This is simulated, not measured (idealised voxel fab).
The name of this process module is voxel self aligned contacts.
The cross-section on display is named cut; it measures 270 nm wide, and its cells are 5 nm squares.
Reading order for cross-sections: top band down to bottom band. Underlying form: a grid of square cells. Band size: one or more rows of cells.
Quick guide to a band line: top height, bottom height (nm) up front; then every material left to right with its width in nm. Only one material and it's marked "everywhere"? Then it fills the band edge to edge. And "air" just means empty space.
Convention: height 0 is the level below which the wafer, as received, is all one material. The lowest band does not terminate at the bottom but continues downward, represented as "0..down".
Top row gets the first number, bottom row gets the second, and each row in between changes by the same step: that is how a band width like "30 to 40" works.
For the purposes of this document, the phrase "same as before" attached to a step denotes that no cell within the cross-section was modified by that step.
Reported under the label "Enclosed empty spaces" are the empty spaces having no open way to the top and comprising 8 cells or more; the notation for each is width x height at distance, in which the distance is measured from the left edge and all three values are in nm.
Read whatever lies past the settings on a step's line as the simulator's own remark about the step.
overlay nm: on a step with a mask, how far right of its planned place the mask lay; negative means left.

# Process steps - plan
| 1 | RECEIVE (material Si) |
| 2 | OXIDIZE (depth nm 5) |
| 3 | DIRECTIONAL_DEP (material polySi; thk nm 30) |
| 4 | DIRECTIONAL_DEP (material SiN; thk nm 20) |
| 5 | DIRECTIONAL_DEP (material aC; thk nm 10) |
| 6 | PATTERN (tone cover; mask id GATE; material resist; width nm 30; pitch nm 75; thk nm 30; overlay nm 0) |
| 7 | DIRECTIONAL_ETCH (etch materials aC; depth nm 10) |
| 8 | STRIP (etch materials resist) |
| 9 | DIRECTIONAL_ETCH (etch materials SiN; depth nm 20) |
| 10 | DIRECTIONAL_ETCH (etch materials polySi; depth nm 30) |
| 11 | STRIP (etch materials aC) |
| 12 | CONFORMAL_DEP (material SiN; thk nm 10) |
| 13 | DIRECTIONAL_ETCH (etch materials SiN; depth nm 10) |
| 14 | FILL_DEP (material SiO2; thk nm 20) |
| 15 | CMP (height nm 60) |
| 16 | DIRECTIONAL_DEP (material aC; thk nm 10) |
| 17 | PATTERN (tone open; mask id CONTACT; material resist; width nm 55; thk nm 30; overlay nm 0) |
| 18 | DIRECTIONAL_ETCH (etch materials aC; depth nm 10) |
| 19 | STRIP (etch materials resist) |
| 20 | DIRECTIONAL_ETCH (etch materials SiO2; depth nm 65) |
| 21 | STRIP (etch materials aC) |
| 22 | CONFORMAL_DEP (material TiN; thk nm 5) |
| 23 | FILL_DEP (material Ru; thk nm 5) |
| 24 | CMP (height nm 60) |
| 25 | CONFORMAL_DEP (material SiN; thk nm 5) |

# Delivered wafer in cross-section: state after step 1
	0..down  Si everywhere
	Enclosed empty spaces: none

# First of two wafers: cross-section at end of module, run per plan
	65..60  SiN everywhere
	60..50  SiO2: 105  TiN: 5 to 20  Ru: 45 to 15  TiN: 5 to 20  SiO2: 110
	50..30  SiO2: 70  SiN: 50  TiN: 5  Ru: 15  TiN: 5  SiN: 50  SiO2: 75
	30..0  SiO2: 70  SiN: 10  polySi: 30  SiN: 10  TiN: 5  Ru: 15  TiN: 5  SiN: 10  polySi: 30  SiN: 10  SiO2: 75
	0..-5  SiO2: 120  TiN: 25  SiO2: 125
	-5..down  Si everywhere
	Enclosed empty spaces: none

# Second wafer cross-section at end of module - shared start and plan with the first, one mistake in the run
	65..60  SiN everywhere
	60..50  SiO2: 105  TiN: 5 to 20  Ru: 45 to 15  TiN: 5 to 20  SiO2: 110
	50..30  SiO2: 70  SiN: 50  TiN: 5  Ru: 15  TiN: 5  SiN: 50  SiO2: 75
	30..15  SiO2: 70  SiN: 10  polySi: 30  SiN: 10  TiN: 5  Ru: 15  TiN: 5  SiN: 10  polySi: 30  SiN: 10  SiO2: 75
	15..10  SiO2: 70  SiN: 10  polySi: 30  SiN: 10  TiN: 25  SiN: 10  polySi: 30  SiN: 10  SiO2: 75
	10..0  SiN: 80  polySi: 30  SiN: 45  polySi: 30  SiN: 85
	0..-5  SiO2 everywhere
	-5..down  Si everywhere
	Enclosed empty spaces: none
What went wrong in running the wafer? deviation from plan: step 13 and step 12 executed in one another's positions
The second wafer ends with more or fewer cells of some materials than the first, per final count: -9 Ru, +68 SiN, -53 SiO2, -6 TiN
